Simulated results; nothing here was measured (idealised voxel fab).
This section sets out a process module, namely voxel double patterning.
Xsec cut, 170 nm wide, square cell size 5 nm.
Cross-sections here: square-cell grids, written as top-down lists of bands, a band being one or more rows of cells. For a band, the entry starts with two heights in nm, that of the top and then that of the bottom, and carries on with the band's materials in order from left to right, each alongside its width in nm; the word "throughout" beside a single material means it fills the band edge to edge, and "empty" means empty space. Height is counted from the level 0, under which the received wafer is composed throughout of one material. The lowest of the bands is not closed at the bottom but continues downward, in the notation "0 down". Top row gets the first number, bottom row gets the second, and each row in between changes by the same step: that is how a band width like "30..40" works. "no alterations made" for a step: no cell of the cross-section changed in that step. Under "Completely sealed voids" you'll find the enclosed gaps, the ones with no way out to the top, that are 8 cells or bigger; each reads width x height at distance, with distance counted from the left edge, everything in nm. Heads up: the bit after the settings on a step's line is the simulator's remark on that step. The line of a step may include "overlay nm". On a step with a mask, this value is how far to the right of its planned place the mask lay. A negative value means the mask lay to the left.
# Below is the list of planned process steps
- 1: RECEIVE: material Si
- 2: CONFORMAL_DEP: material SiN, thk nm 5
- 3: DIRECTIONAL_DEP: material SiO2, thk nm 10
- 4: DIRECTIONAL_DEP: material SiCN, thk nm 5
- 5: DIRECTIONAL_DEP: material aC, thk nm 10
- 6: PATTERN: tone open, mask id FIRST, material resist, width nm 15, pitch nm 50, thk nm 30, overlay nm 0
- 7: DIRECTIONAL_ETCH: etch materials aC, depth nm 10
- 8: STRIP: etch materials resist
- 9: DIRECTIONAL_ETCH: etch materials SiCN, depth nm 5
- 10: STRIP: etch materials aC
- 11: PATTERN: tone open, mask id SECOND, material resist, width nm 15, pitch nm 50, thk nm 20, overlay nm 0
- 12: DIRECTIONAL_ETCH: etch materials SiCN, depth nm 5
- 13: STRIP: etch materials resist
- 14: DIRECTIONAL_ETCH: etch materials SiO2, depth nm 10
- 15: STRIP: etch materials SiCN
What sets these wafers apart? The width nm at step 11. They all start alike, and the plan carries the first wafer's value.
# Cross-section: the first of several wafers in its as-received state, i.e. following step 1
> 0 down  Si throughout
> Completely sealed voids: none
# Take any row and you have a wafer at the end of the module: how many cells of each material it has gained (+) or lost (-) since it was received, and then its closed voids
width nm 15 | +34 SiN | +38 SiO2 | Completely sealed voids: none
width nm 20 | +34 SiN | +34 SiO2 | Completely sealed voids: none
width nm 25 | +34 SiN | +30 SiO2 | Completely sealed voids: none
width nm 30 | +34 SiN | +26 SiO2 | Completely sealed voids: none
